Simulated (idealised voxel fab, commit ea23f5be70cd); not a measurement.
The process module that follows is named voxel transistor to metal.
For reference, the cross-section in this document is cut, with width 155 nm and square cells of 5 nm.
Cross-section = grid of square cells, listed top down in bands; band = one or more rows. Heads up on the band format: heights come first, top then bottom, in nm. After that it's the materials left to right, each with its width in nm. A single material flagged "full width" fills the whole band edge to edge, and "blank" means there's empty space there. Basically, 0 is our baseline, since under it the wafer straight out of the box is all one material. The bottom band has no lower end and keeps on going down, so it looks like "top 0, no bottom". So if you see something like "30 to 40" for the width, read it as the top row of the band sitting at the first number and the bottom row at the second, with every row in between moving by the same amount as the last. "no change" (step): cross-section cells unchanged, all of them. "Completely enclosed voids": sealed empty spaces, 8 cells or more, no open way to top, listed width x height at distance, with distance from the left edge and width, height and distance in nm. Heads up: the bit after the settings on a step's line is the simulator's remark on that step. The setting "overlay nm" may be written on the line of a step. When the step uses a mask, the value reports how far to the right of the planned place the mask lay, and a negative value reports that it lay to the left.
**The steps planned for the process are as follows**
| 1 | RECEIVE with material Si |
| 2 | OXIDIZE with depth nm 5 |
| 3 | CONFORMAL_DEP with material SiN, thk nm 10 |
| 4 | MASKED_ETCH with tone cover, mask id ACTIVE, width nm 120, etch materials SiN, depth nm 10, overlay nm 0 |
| 5 | MASKED_ETCH with tone cover, mask id ACTIVE, width nm 120, etch materials SiO2, depth nm 5, overlay nm 0 |
| 6 | MASKED_ETCH with tone cover, mask id ACTIVE, width nm 120, etch materials Si, depth nm 20, overlay nm 0 |
| 7 | FILL_DEP with material SiO2, thk nm 15 |
| 8 | CMP with height nm 10 |
| 9 | SELECTIVE_ETCH with etch materials SiO2, depth nm 10 |
| 10 | STRIP with etch materials SiN |
| 11 | SELECTIVE_ETCH with etch materials SiO2, depth nm 5 |
| 12 | OXIDIZE with depth nm 5 |
| 13 | DIRECTIONAL_DEP with material polySi, thk nm 20 |
| 14 | DIRECTIONAL_DEP with material SiCN, thk nm 10 |
| 15 | MASKED_ETCH with tone cover, mask id GATE, width nm 30, etch materials SiCN, depth nm 20, overlay nm 0 |
| 16 | MASKED_ETCH with tone cover, mask id GATE, width nm 30, etch materials polySi, depth nm 30, overlay nm 0 |
| 17 | CONFORMAL_DEP with material SiN, thk nm 10 |
| 18 | DIRECTIONAL_ETCH with etch materials SiN, depth nm 5 |
| 19 | DIRECTIONAL_ETCH with etch materials SiO2, depth nm 5 |
| 20 | EPI with material pSi, thk nm 5 |
| 21 | FILL_DEP with material SiO2, thk nm 5 |
| 22 | CMP with height nm 15 |
| 23 | STRIP with etch materials polySi |
| 24 | SELECTIVE_ETCH with etch materials SiO2, depth nm 5 |
| 25 | CONFORMAL_DEP with material HfO2, thk nm 5 |
| 26 | CONFORMAL_DEP with material TiN, thk nm 5 |
| 27 | FILL_DEP with material W, thk nm 10 |
| 28 | CMP with height nm 10 |
| 29 | DIRECTIONAL_DEP with material SiO2, thk nm 15 |
| 30 | PATTERN with tone open, mask id CONTACT, material resist, width nm 20, pitch nm 80, thk nm 15, overlay nm 0 |
| 31 | DIRECTIONAL_ETCH with etch materials SiO2, depth nm 30 |
| 32 | STRIP with etch materials resist |
| 33 | CONFORMAL_DEP with material TiN, thk nm 5 |
| 34 | FILL_DEP with material W, thk nm 5 |
| 35 | CMP with height nm 25 |
| 36 | DIRECTIONAL_DEP with material TiN, thk nm 5 |
| 37 | DIRECTIONAL_DEP with material Ru, thk nm 20 |
| 38 | PATTERN with tone cover, mask id METAL_1, material resist, width nm 20, pitch nm 80, thk nm 15, overlay nm 0 |
| 39 | DIRECTIONAL_ETCH with etch materials Ru, depth nm 20 |
| 40 | DIRECTIONAL_ETCH with etch materials TiN, depth nm 5 |
| 41 | STRIP with etch materials resist |
| 42 | FILL_DEP with material lowk, thk nm 5 |
| 43 | CMP with height nm 50 |
| 44 | CONFORMAL_DEP with material SiCN, thk nm 5 |
The value of depth nm given for step 18 in the plan refers to the first wafer; the wafers vary in this setting and are alike at the start.
**Received condition of the first of several wafers, sectioned: post-step 1**
- top 0, no bottom = Si full width
- Completely enclosed voids: none
**End of module: cross-section of the first of several wafers after step 44, the last step**
- top 55, bottom 50 = SiCN full width
- top 50, bottom 30 = 25 lowk  20 Ru  60 lowk  20 Ru  30 lowk
- top 30, bottom 25 = 25 lowk  20 TiN  60 lowk  20 TiN  30 lowk
- top 25, bottom 10 = 25 SiO2  5 TiN  10 W  5 TiN  60 SiO2  5 TiN  10 W  5 TiN  30 SiO2
- top 10, bottom 5 = 25 SiO2  5 TiN  10 W  5 TiN  5 SiO2  10 SiN  5 HfO2  5 TiN  10 W  5 TiN  5 HfO2  10 SiN  5 SiO2  5 TiN  10 W  5 TiN  30 SiO2
- top 5, bottom 0 = 25 SiO2  20 TiN  5 SiO2  10 SiN  5 HfO2  5 TiN  10 W  5 TiN  5 HfO2  10 SiN  5 SiO2  20 TiN  30 SiO2
- top 0, bottom -5 = 60 SiN  5 HfO2  20 TiN  5 HfO2  65 SiN
- top -5, bottom -10 = 55 SiO2  40 HfO2  60 SiO2
- top -10, bottom -25 = 15 SiO2  120 Si  20 SiO2
- top -25, no bottom = Si full width
- Completely enclosed voids: none
**Cross-section, module end, final of several wafers**
- top 55, bottom 50 = SiCN full width
- top 50, bottom 30 = 25 lowk  20 Ru  60 lowk  20 Ru  30 lowk
- top 30, bottom 25 = 25 lowk  20 TiN  60 lowk  20 TiN  30 lowk
- top 25, bottom 10 = 25 SiO2  5 TiN  10 W  5 TiN  60 SiO2  5 TiN  10 W  5 TiN  30 SiO2
- top 10, bottom 0 = 25 SiO2  5 TiN  10 W  5 TiN  5 SiO2  10 SiN  5 HfO2  5 TiN  10 W  5 TiN  5 HfO2  10 SiN  5 SiO2  5 TiN  10 W  5 TiN  30 SiO2
- top 0, bottom -5 = 25 SiO2  20 TiN  5 SiO2  10 SiN  5 HfO2  20 TiN  5 HfO2  10 SiN  5 SiO2  20 TiN  30 SiO2
- top -5, bottom -10 = 10 SiO2  40 pSi  5 SiO2  40 HfO2  5 SiO2  40 pSi  15 SiO2
- top -10, bottom -25 = 15 SiO2  120 Si  20 SiO2
- top -25, no bottom = Si full width
- Completely enclosed voids: none
**Tabulated below, wafer by wafer, are the end-of-module results: for each material, the number of cells gained (+) or lost (-) relative to the as-received state, followed by the closed voids**
depth nm 5, +14 HfO2, +32 Ru, -83 Si, +31 SiCN, +33 SiN, +139 SiO2, +40 TiN, +20 W, +115 lowk, Completely enclosed voids: none
depth nm 10, +14 HfO2, +32 Ru, -83 Si, +31 SiCN, +12 SiN, +136 SiO2, +44 TiN, +24 W, +115 lowk, +16 pSi, Completely enclosed voids: none
depth nm 15, +14 HfO2, +32 Ru, -83 Si, +31 SiCN, +12 SiN, +136 SiO2, +44 TiN, +24 W, +115 lowk, +16 pSi, Completely enclosed voids: none
depth nm 20, +14 HfO2, +32 Ru, -83 Si, +31 SiCN, +12 SiN, +136 SiO2, +44 TiN, +24 W, +115 lowk, +16 pSi, Completely enclosed voids: none
